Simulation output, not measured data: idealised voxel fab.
process module | voxel self aligned vias
cross-section cut | 240 nm wide | cells 5 nm
A cross-section is a grid of square cells, given in bands from the top down. A band is one or more rows of cells.
Each band's line starts with the height of the band's top and of its bottom, in nm. Then come its materials from left to right, each with its width in nm. One material with "throughout" fills the band from edge to edge. "air" is empty space.
Height 0 is the level under which the wafer as received is all one material. The lowest band goes on downwards, as in "0 down".
A width such as "30 to 40" changes by the same amount from each row of cells to the next, from the band's top row to its bottom row.
"no change" after a step means that no cell of the cross-section changed.
closed voids: empty space of 8 cells or more with no open way to the top, each as width x height at its distance from the left edge, in nm
after a step's settings: what the simulator itself notes on the step
overlay nm, on a step with a mask: how far to the right of its planned place the mask lay; to the left if negative
plan
1 op RECEIVE | material Si
2 op CONFORMAL_DEP | material SiO2 | thk nm 15
3 op CONFORMAL_DEP | material SiCN | thk nm 5
4 op DIRECTIONAL_DEP | material SiO2 | thk nm 30
5 op DIRECTIONAL_DEP | material aC | thk nm 10
6 op PATTERN | tone open | mask id LINES | material resist | width nm 20 | pitch nm 50 | thk nm 30 | overlay nm 0
7 op DIRECTIONAL_ETCH | etch materials aC | depth nm 10
8 op STRIP | etch materials resist
9 op DIRECTIONAL_ETCH | etch materials SiO2 | depth nm 30
10 op STRIP | etch materials aC
11 op CONFORMAL_DEP | material TiN | thk nm 5
12 op FILL_DEP | material Ru | thk nm 5
13 op CMP | height nm 50
14 op SELECTIVE_ETCH | etch materials W Ru TiN | depth nm 5
15 op FILL_DEP | material SiN | thk nm 5
16 op CMP | height nm 50
17 op DIRECTIONAL_DEP | material SiO2 | thk nm 20
18 op PATTERN | tone open | mask id VIAS | material resist | width nm 30 | pitch nm 100 | thk nm 20 | overlay nm 0
19 op DIRECTIONAL_ETCH | etch materials SiO2 | depth nm 20
20 op DIRECTIONAL_ETCH | etch materials SiN | depth nm 5
21 op STRIP | etch materials resist
22 op CONFORMAL_DEP | material TiN | thk nm 5
23 op FILL_DEP | material Cu | thk nm 5
24 op CMP | height nm 70
25 op CONFORMAL_DEP | material SiN | thk nm 5
first wafer, as planned
as received, after step 1
  0 down: Si throughout
  closed voids: none
after step 2
  15 to 0: SiO2 throughout
  below 0: unchanged
after step 3
  20 to 15: SiCN throughout
  below 15: unchanged
after step 4
  50 to 20: SiO2 throughout
  below 20: unchanged
after step 5
  60 to 50: aC throughout
  below 50: unchanged
after step 6
  90 to 60: resist 60 | air 20 | resist 30 | air 20 | resist 30 | air 20 | resist 60
  below 60: unchanged
after step 7
  80 to 60: resist 60 | air 20 | resist 30 | air 20 | resist 30 | air 20 | resist 60
  60 to 50: aC 60 | air 20 | aC 30 | air 20 | aC 30 | air 20 | aC 60
  below 50: unchanged
after step 8
  60 to 50: aC 60 | air 20 | aC 30 | air 20 | aC 30 | air 20 | aC 60
  below 50: unchanged
after step 9
  60 to 50: aC 60 | air 20 | aC 30 | air 20 | aC 30 | air 20 | aC 60
  50 to 20: SiO2 60 | air 20 | SiO2 30 | air 20 | SiO2 30 | air 20 | SiO2 60
  below 20: unchanged
after step 10
  50 to 20: SiO2 60 | air 20 | SiO2 30 | air 20 | SiO2 30 | air 20 | SiO2 60
  below 20: unchanged
after step 11
  55 to 50: TiN 65 | air 10 | TiN 40 | air 10 | TiN 40 | air 10 | TiN 65
  50 to 25: SiO2 60 | TiN 5 | air 10 | TiN 5 | SiO2 30 | TiN 5 | air 10 | TiN 5 | SiO2 30 | TiN 5 | air 10 | TiN 5 | SiO2 60
  25 to 20: SiO2 60 | TiN 20 | SiO2 30 | TiN 20 | SiO2 30 | TiN 20 | SiO2 60
  below 20: unchanged
after step 12
  60 to 55: Ru throughout
  55 to 50: TiN 65 | Ru 10 | TiN 40 | Ru 10 | TiN 40 | Ru 10 | TiN 65
  50 to 25: SiO2 60 | TiN 5 | Ru 10 | TiN 5 | SiO2 30 | TiN 5 | Ru 10 | TiN 5 | SiO2 30 | TiN 5 | Ru 10 | TiN 5 | SiO2 60
  below 25: unchanged
after step 13
  50 to 25: SiO2 60 | TiN 5 | Ru 10 | TiN 5 | SiO2 30 | TiN 5 | Ru 10 | TiN 5 | SiO2 30 | TiN 5 | Ru 10 | TiN 5 | SiO2 60
  below 25: unchanged
after step 14
  50 to 45: SiO2 60 | air 20 | SiO2 30 | air 20 | SiO2 30 | air 20 | SiO2 60
  below 45: unchanged
after step 15
  55 to 50: SiN throughout
  50 to 45: SiO2 60 | SiN 20 | SiO2 30 | SiN 20 | SiO2 30 | SiN 20 | SiO2 60
  below 45: unchanged
after step 16
  50 to 45: SiO2 60 | SiN 20 | SiO2 30 | SiN 20 | SiO2 30 | SiN 20 | SiO2 60
  below 45: unchanged
after step 17
  70 to 50: SiO2 throughout
  below 50: unchanged
after step 18
  90 to 70: resist 55 | air 30 | resist 70 | air 30 | resist 55
  below 70: unchanged
after step 19
  90 to 70: resist 55 | air 30 | resist 70 | air 30 | resist 55
  70 to 50: SiO2 55 | air 30 | SiO2 70 | air 30 | SiO2 55
  below 50: unchanged
after step 20
  90 to 70: resist 55 | air 30 | resist 70 | air 30 | resist 55
  70 to 50: SiO2 55 | air 30 | SiO2 70 | air 30 | SiO2 55
  50 to 45: SiO2 60 | air 20 | SiO2 30 | SiN 20 | SiO2 30 | air 20 | SiO2 60
  below 45: unchanged
after step 21
  70 to 50: SiO2 55 | air 30 | SiO2 70 | air 30 | SiO2 55
  below 50: unchanged
after step 22
  75 to 70: TiN 60 | air 20 | TiN 80 | air 20 | TiN 60
  70 to 55: SiO2 55 | TiN 5 | air 20 | TiN 5 | SiO2 70 | TiN 5 | air 20 | TiN 5 | SiO2 55
  55 to 50: SiO2 55 | TiN 10 | air 10 | TiN 10 | SiO2 70 | TiN 10 | air 10 | TiN 10 | SiO2 55
  50 to 45: SiO2 60 | TiN 20 | SiO2 30 | SiN 20 | SiO2 30 | TiN 20 | SiO2 60
  below 45: unchanged
after step 23
  80 to 75: Cu throughout
  75 to 70: TiN 60 | Cu 20 | TiN 80 | Cu 20 | TiN 60
  70 to 55: SiO2 55 | TiN 5 | Cu 20 | TiN 5 | SiO2 70 | TiN 5 | Cu 20 | TiN 5 | SiO2 55
  55 to 50: SiO2 55 | TiN 10 | Cu 10 | TiN 10 | SiO2 70 | TiN 10 | Cu 10 | TiN 10 | SiO2 55
  below 50: unchanged
after step 24
  70 to 55: SiO2 55 | TiN 5 | Cu 20 | TiN 5 | SiO2 70 | TiN 5 | Cu 20 | TiN 5 | SiO2 55
  below 55: unchanged
after step 25
  75 to 70: SiN throughout
  below 70: unchanged
second wafer: like start, like plan, one mistake. Through step 17 it matches the first wafer
when step 18 should have ended
  90 to 70: air 55 | resist 30 | air 70 | resist 30 | air 55
  below 70: unchanged
when step 19 should have ended
  90 to 70: air 55 | resist 30 | air 70 | resist 30 | air 55
  70 to 50: air 55 | SiO2 30 | air 70 | SiO2 30 | air 55
  below 50: unchanged
when step 20 should have ended
  90 to 70: air 55 | resist 30 | air 70 | resist 30 | air 55
  70 to 50: air 55 | SiO2 30 | air 70 | SiO2 30 | air 55
  50 to 45: SiO2 60 | SiN 20 | SiO2 30 | air 20 | SiO2 30 | SiN 20 | SiO2 60
  below 45: unchanged
when step 21 should have ended
  70 to 50: air 55 | SiO2 30 | air 70 | SiO2 30 | air 55
  below 50: unchanged
when step 22 should have ended
  75 to 70: air 50 | TiN 40 | air 60 | TiN 40 | air 50
  70 to 55: air 50 | TiN 5 | SiO2 30 | TiN 5 | air 60 | TiN 5 | SiO2 30 | TiN 5 | air 50
  55 to 50: TiN 55 | SiO2 30 | TiN 30 | air 10 | TiN 30 | SiO2 30 | TiN 55
  50 to 45: SiO2 60 | SiN 20 | SiO2 30 | TiN 20 | SiO2 30 | SiN 20 | SiO2 60
  below 45: unchanged
when step 23 should have ended
  80 to 75: Cu throughout
  75 to 70: Cu 50 | TiN 40 | Cu 60 | TiN 40 | Cu 50
  70 to 55: Cu 50 | TiN 5 | SiO2 30 | TiN 5 | Cu 60 | TiN 5 | SiO2 30 | TiN 5 | Cu 50
  55 to 50: TiN 55 | SiO2 30 | TiN 30 | Cu 10 | TiN 30 | SiO2 30 | TiN 55
  below 50: unchanged
when step 24 should have ended
  70 to 55: Cu 50 | TiN 5 | SiO2 30 | TiN 5 | Cu 60 | TiN 5 | SiO2 30 | TiN 5 | Cu 50
  below 55: unchanged
when step 25 should have ended
  75 to 70: SiN throughout
  below 70: unchanged
what went wrong: step 18 ran as: op PATTERN | tone cover | mask id VIAS | material resist | width nm 30 | pitch nm 100 | thk nm 20 | overlay nm 0
at the end the second wafer has, in cells: 70 more of Cu | 4 more of SiN | 96 fewer of SiO2 | 22 more of TiN
